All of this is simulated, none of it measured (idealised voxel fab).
The name of this process module is voxel local oxidation.
In the cross-section labelled cut, the width is 235 nm and each square cell is 5 nm.
Heads up, the way a cross-section reads in here is a grid of square cells, handed over as bands from the top down, with every band being one or more rows of cells. Heights first: top, then bottom, in nm. Then materials, left to right, each with a width in nm. "full width" on a single material: fills the band edge to edge. "empty": empty space. Heights are reckoned from 0. Under this level, the received wafer is all of one material. The bottommost band is open-ended downward, for example "from 0 down". Graded width ("30->40"): value in top row of band = first number; value in bottom row = second number; row-to-row change constant. Reading "all unchanged" for a step: not a cell of the cross-section changed in it. Look at "Closed internal voids" for the closed voids: empty spaces with no open path to the top, sized 8 cells or up. Each is width x height at distance, distance from the left edge, all nm. after a step's settings: what the simulator itself notes on the step. overlay nm: mask offset rightward from planned place, masked step; negative means leftward offset.

-- Process steps (planned)
1,RECEIVE,material Si
2,OXIDIZE,depth nm 5
3,CONFORMAL_DEP,material SiN,thk nm 15
4,MASKED_ETCH,tone cover,mask id ACTIVE,width nm 100,etch materials SiN,depth nm 15,overlay nm 0
5,SELECTIVE_ETCH,etch materials SiO2,depth nm 5
6,OXIDIZE,depth nm 10
7,STRIP,etch materials SiN
For this document, wafers share an identical start and vary in the step 4 width nm; the plan quotes the first wafer's value.

-- Incoming state of the first of several wafers in cross-section: after step 1
    from 0 down = Si full width
    Closed internal voids: none

-- After the module's final step, step 7: the first of several wafers in cross-section
    from 0 to -5 = empty 70 nm | SiO2 90 nm | empty 75 nm
    from -5 to -15 = SiO2 80 nm | Si 70 nm | SiO2 85 nm
    from -15 down = Si full width
    Closed internal voids: none

-- Cross-sectional view of the final wafer of several at the module's end
    from 0 to -5 = empty 60 nm | SiO2 115 nm | empty 60 nm
    from -5 to -15 = SiO2 70 nm | Si 95 nm | SiO2 70 nm
    from -15 down = Si full width
    Closed internal voids: none

-- The following table contains a row per wafer, in which are reported, at the conclusion of the module, the cells of each material gained (+) or lost (-) since the wafer's receipt, with its closed voids given thereafter
width nm 100 | -113 Si | +84 SiO2 | Closed internal voids: none
width nm 105 | -111 Si | +83 SiO2 | Closed internal voids: none
width nm 110 | -109 Si | +82 SiO2 | Closed internal voids: none
width nm 115 | -107 Si | +81 SiO2 | Closed internal voids: none
width nm 120 | -105 Si | +80 SiO2 | Closed internal voids: none
width nm 125 | -103 Si | +79 SiO2 | Closed internal voids: none
